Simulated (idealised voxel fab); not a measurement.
Documented hereafter: the process module known as voxel gate over fins.
FYI the section here is cut, 255 nm wide, cells are 5 nm squares.
Just so we're on the same page, the cross-sections are grids of square cells, and they're listed out in bands top to bottom, each band one or more rows deep. The entry gives the band's vertical extent as a top height and a bottom height in nm, then its horizontal make-up as materials from left to right, each with a width in nm. "air" stands for empty space; a single material marked "full width" fills the band edge to edge. Heights are reckoned from 0. Under this level, the received wafer is all of one material. The bottommost band is open-ended downward, for example "0 down". The two numbers in a width such as "30 to 40" mark its ends across the band: the first belongs to the top row of cells, the second to the bottom row, and from each row to the next the width moves by the same amount. Key: "identical to before" - step with no changed cell in the cross-section. Under "Unvented cavities" you'll find the enclosed gaps, the ones with no way out to the top, that are 8 cells or bigger; each reads width x height at distance, with distance counted from the left edge, everything in nm. On a step's line, text after the settings is the simulator commenting on that step. "overlay nm", when on a step's line for a step with a mask, measures how far to the right of its planned place the mask lay; a negative measure means to the left.

**Process steps - plan**
1,RECEIVE,material Si
2,CONFORMAL_DEP,material SiN,thk nm 5
3,MASKED_ETCH,tone cover,mask id FINS,width nm 15,pitch nm 45,etch materials SiN,depth nm 5,overlay nm 0
4,MASKED_ETCH,tone cover,mask id FINS,width nm 15,pitch nm 45,etch materials Si,depth nm 30,overlay nm 0
5,OXIDIZE,depth nm 5
6,FILL_DEP,material SiO2,thk nm 5
7,CMP,height nm 5
8,SELECTIVE_ETCH,etch materials SiO2,depth nm 15
9,STRIP,etch materials SiN
10,CONFORMAL_DEP,material HfO2,thk nm 5
11,CONFORMAL_DEP,material TiN,thk nm 5
12,FILL_DEP,material W,thk nm 15
13,CMP,height nm 20
14,CONFORMAL_DEP,material SiN,thk nm 5
Among the wafers covered here, the point of difference is the width nm at step 4; their starting state is shared, and the plan presents the value of the first wafer.

**Cross-sectional view of the first of several wafers in the as-received condition, corresponding to the state following step 1**
> 0 down  Si full width
> Unvented cavities: none

**The cross-section of the first of several wafers is given below for the end of the module, after its final step, step 14**
> 25 to 20  SiN full width
> 20 to 10  W full width
> 10 to 5  W 45; TiN 25; W 20; TiN 25; W 20; TiN 25; W 20; TiN 25; W 50
> 5 to 0  W 45; TiN 5; HfO2 15; TiN 5; W 20; TiN 5; HfO2 15; TiN 5; W 20; TiN 5; HfO2 15; TiN 5; W 20; TiN 5; HfO2 15; TiN 5; W 50
> 0 to -5  TiN 50; HfO2 5; Si 5; HfO2 5; TiN 30; HfO2 5; Si 5; HfO2 5; TiN 30; HfO2 5; Si 5; HfO2 5; TiN 30; HfO2 5; Si 5; HfO2 5; TiN 55
> -5 to -10  HfO2 55; Si 5; HfO2 40; Si 5; HfO2 40; Si 5; HfO2 40; Si 5; HfO2 60
> -10 to -35  SiO2 55; Si 5; SiO2 40; Si 5; SiO2 40; Si 5; SiO2 40; Si 5; SiO2 60
> -35 down  Si full width
> Unvented cavities: none

**The final wafer, sectioned at module end**
> 25 to 20  SiN full width
> 20 to 10  W full width
> 10 to 5  W 45; TiN 25; W 20; TiN 25; W 20; TiN 25; W 20; TiN 25; W 50
> 5 to 0  W 40; TiN 10; HfO2 15; TiN 15; W 5; TiN 10; HfO2 15; TiN 15; W 5; TiN 10; HfO2 15; TiN 15; W 5; TiN 10; HfO2 15; TiN 15; W 40
> 0 to -5  TiN 45; HfO2 10; Si 5; HfO2 15; TiN 15; HfO2 10; Si 5; HfO2 15; TiN 15; HfO2 10; Si 5; HfO2 15; TiN 15; HfO2 10; Si 5; HfO2 15; TiN 45
> -5 to -10  HfO2 50; Si 20; HfO2 25; Si 20; HfO2 25; Si 20; HfO2 25; Si 20; HfO2 50
> -10 to -35  SiO2 50; Si 20; SiO2 25; Si 20; SiO2 25; Si 20; SiO2 25; Si 20; SiO2 50
> -35 down  Si full width
> Unvented cavities: none

**Row per wafer, end-of-module: cell gain (+)/loss (-) by material since the wafer came in, then closed voids**
width nm 15, +67 HfO2, -329 Si, +51 SiN, +235 SiO2, +67 TiN, +164 W, Unvented cavities: none
width nm 20, +67 HfO2, -305 Si, +51 SiN, +215 SiO2, +67 TiN, +160 W, Unvented cavities: none
width nm 25, +67 HfO2, -281 Si, +51 SiN, +195 SiO2, +67 TiN, +156 W, Unvented cavities: none
width nm 30, +67 HfO2, -257 Si, +51 SiN, +175 SiO2, +67 TiN, +152 W, Unvented cavities: none
